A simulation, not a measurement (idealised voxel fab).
process module | voxel fin reveal
cross-section cut | 275 nm wide | cells 5 nm
A cross-section is a grid of square cells, given in bands from the top down. A band is one or more rows of cells.
Each band's line starts with the height of the band's top and of its bottom, in nm. Then come its materials from left to right, each with its width in nm. One material with "throughout" fills the band from edge to edge. "air" is empty space.
Height 0 is the level under which the wafer as received is all one material. The lowest band goes on downwards, as in "0 down".
A width such as "30 to 40" changes by the same amount from each row of cells to the next, from the band's top row to its bottom row.
"no change" after a step means that no cell of the cross-section changed.
closed voids: empty space of 8 cells or more with no open way to the top, each as width x height at its distance from the left edge, in nm
after a step's settings: what the simulator itself notes on the step
overlay nm, on a step with a mask: how far to the right of its planned place the mask lay; to the left if negative
plan
1 op RECEIVE | material Si
2 op CONFORMAL_DEP | material SiN | thk nm 5
3 op DIRECTIONAL_DEP | material aC | thk nm 10
4 op PATTERN | tone cover | mask id FINS | material resist | width nm 15 | pitch nm 35 | thk nm 25 | overlay nm 0
5 op DIRECTIONAL_ETCH | etch materials aC | depth nm 10
6 op STRIP | etch materials resist
7 op DIRECTIONAL_ETCH | etch materials SiN | depth nm 5
8 op DIRECTIONAL_ETCH | etch materials Si | depth nm 35
9 op STRIP | etch materials aC
10 op FILL_DEP | material SiO2 | thk nm 5
11 op CMP | height nm 5
12 op SELECTIVE_ETCH | etch materials SiO2 | depth nm 15
13 op STRIP | etch materials SiN
14 op CONFORMAL_DEP | material SiO2 | thk nm 5
as received, after step 1
  0 down: Si throughout
  closed voids: none
a wafer at the end: this start, this plan, one mistake
  5 to 0: air 100 | SiO2 25 | air 10 | SiO2 25 | air 10 | SiO2 25 | air 80
  0 to -5: air 100 | SiO2 5 | Si 15 | SiO2 5 | air 10 | SiO2 5 | Si 15 | SiO2 5 | air 10 | SiO2 5 | Si 15 | SiO2 5 | air 80
  -5 to -35: SiO2 105 | Si 15 | SiO2 20 | Si 15 | SiO2 20 | Si 15 | SiO2 85
  -35 down: Si throughout
  closed voids: none
what went wrong: step 4 ran as: op PATTERN | tone cover | mask id FINS | material resist | width nm 15 | pitch nm 35 | thk nm 25 | overlay nm 10
